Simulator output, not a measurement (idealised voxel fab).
Title: Process Module voxel ribs on slabs
Cross-section cut spans 290 nm and uses square cells 5 nm in size.
Cross-section spec: square-cell grid; bands listed top down; each band is one or more rows. Per band: top height and bottom height in nm, followed by the left-to-right materials and their widths in nm; "throughout" marks a single material spanning edge to edge, "air" marks empty space. Basically, 0 is our baseline, since under it the wafer straight out of the box is all one material. The bottom band has no lower end and keeps on going down, so it looks like "0..down". A width given as "30 to 40" starts at the first number in the band's top row and ends at the second number in its bottom row, shifting by an equal amount at every step from row to row. Step note "changes: none" = no cross-section cell changed. In "Internal closed voids" the enclosed voids are listed, meaning empty spaces of 8 cells or larger without any opening to the top. The form is width x height at distance, distance from the left edge, units nm. The remark found on a step's line after its settings is issued by the simulator itself and pertains to that step. overlay nm: mask offset rightward from planned place, masked step; negative means leftward offset.
# The process steps that were planned are listed below
- 1: RECEIVE with material Si
- 2: DIRECTIONAL_DEP with material SiO2, thk nm 30
- 3: DIRECTIONAL_DEP with material SiN, thk nm 15
- 4: MASKED_ETCH with tone cover, mask id RIB, width nm 25, etch materials SiN, depth nm 10, overlay nm 0
- 5: MASKED_ETCH with tone cover, mask id SLAB, width nm 65, etch materials SiN, depth nm 5, overlay nm 0
- 6: FILL_DEP with material SiO2, thk nm 15
- 7: CMP with height nm 55
- 8: DIRECTIONAL_DEP with material TiN, thk nm 10
- 9: DIRECTIONAL_DEP with material aC, thk nm 10
- 10: PATTERN with tone cover, mask id HEATER, material resist, width nm 35, thk nm 25, overlay nm 0
- 11: DIRECTIONAL_ETCH with etch materials aC, depth nm 10
- 12: STRIP with etch materials resist
- 13: DIRECTIONAL_ETCH with etch materials TiN, depth nm 10
- 14: STRIP with etch materials aC
- 15: CONFORMAL_DEP with material SiO2, thk nm 5
# The first of two wafers, run as planned
# Wafer at receipt (post step 1), cross-section
	0..down  Si throughout
	Internal closed voids: none
# Once step 2 is through, the wafer looks like this in cross-section
	30..0  SiO2 throughout
	Unchanged below 0.
# Once step 3 is through, the wafer looks like this in cross-section
	45..30  SiN throughout
	Unchanged below 30.
# Once step 4 is through, the wafer looks like this in cross-section
	45..35  130 nm air, then 25 nm SiN, then 135 nm air
	Unchanged below 35.
# Once step 5 is through, the wafer looks like this in cross-section
	45..35  130 nm air, then 25 nm SiN, then 135 nm air
	35..30  110 nm air, then 65 nm SiN, then 115 nm air
	Unchanged below 30.
# Once step 6 is through, the wafer looks like this in cross-section
	60..45  SiO2 throughout
	45..35  130 nm SiO2, then 25 nm SiN, then 135 nm SiO2
	35..30  110 nm SiO2, then 65 nm SiN, then 115 nm SiO2
	Unchanged below 30.
# Once step 7 is through, the wafer looks like this in cross-section
	55..45  SiO2 throughout
	Unchanged below 45.
# Once step 8 is through, the wafer looks like this in cross-section
	65..55  TiN throughout
	Unchanged below 55.
# Once step 9 is through, the wafer looks like this in cross-section
	75..65  aC throughout
	Unchanged below 65.
# Once step 10 is through, the wafer looks like this in cross-section
	100..75  125 nm air, then 35 nm resist, then 130 nm air
	Unchanged below 75.
# Once step 11 is through, the wafer looks like this in cross-section
	90..75  125 nm air, then 35 nm resist, then 130 nm air
	75..65  125 nm air, then 35 nm aC, then 130 nm air
	Unchanged below 65.
# Once step 12 is through, the wafer looks like this in cross-section
	75..65  125 nm air, then 35 nm aC, then 130 nm air
	Unchanged below 65.
# Once step 13 is through, the wafer looks like this in cross-section
	75..65  125 nm air, then 35 nm aC, then 130 nm air
	65..55  125 nm air, then 35 nm TiN, then 130 nm air
	Unchanged below 55.
# Once step 14 is through, the wafer looks like this in cross-section
	65..55  125 nm air, then 35 nm TiN, then 130 nm air
	Unchanged below 55.
# Once step 15 is through, the wafer looks like this in cross-section
	70..65  120 nm air, then 45 nm SiO2, then 125 nm air
	65..60  120 nm air, then 5 nm SiO2, then 35 nm TiN, then 5 nm SiO2, then 125 nm air
	60..55  125 nm SiO2, then 35 nm TiN, then 130 nm SiO2
	Unchanged below 55.
# Second wafer - shared start and plan with the first - one error in running - same as the first up to step 6 inclusive
# Second wafer shown in cross-section at the time step 7 was slated to end
	45..35  130 nm SiO2, then 25 nm SiN, then 135 nm SiO2
	Unchanged below 35.
# Second wafer shown in cross-section at the time step 8 was slated to end
	55..45  TiN throughout
	Unchanged below 45.
# Second wafer shown in cross-section at the time step 9 was slated to end
	65..55  aC throughout
	Unchanged below 55.
# Second wafer shown in cross-section at the time step 10 was slated to end
	90..65  125 nm air, then 35 nm resist, then 130 nm air
	Unchanged below 65.
# Second wafer shown in cross-section at the time step 11 was slated to end
	80..65  125 nm air, then 35 nm resist, then 130 nm air
	65..55  125 nm air, then 35 nm aC, then 130 nm air
	Unchanged below 55.
# Second wafer shown in cross-section at the time step 12 was slated to end
	65..55  125 nm air, then 35 nm aC, then 130 nm air
	Unchanged below 55.
# Second wafer shown in cross-section at the time step 13 was slated to end
	65..55  125 nm air, then 35 nm aC, then 130 nm air
	55..45  125 nm air, then 35 nm TiN, then 130 nm air
	Unchanged below 45.
# Second wafer shown in cross-section at the time step 14 was slated to end
	55..45  125 nm air, then 35 nm TiN, then 130 nm air
	Unchanged below 45.
# Second wafer shown in cross-section at the time step 15 was slated to end
	60..55  120 nm air, then 45 nm SiO2, then 125 nm air
	55..50  120 nm air, then 5 nm SiO2, then 35 nm TiN, then 5 nm SiO2, then 125 nm air
	50..45  125 nm SiO2, then 35 nm TiN, then 130 nm SiO2
	Unchanged below 45.
Nonconformance to the process plan: in deviation from the planned setting, step 7 was conducted as CMP with height nm 45
Wrapping up, a cell-based count of both wafers puts the second over or under the first for these materials: 116 fewer of SiO2
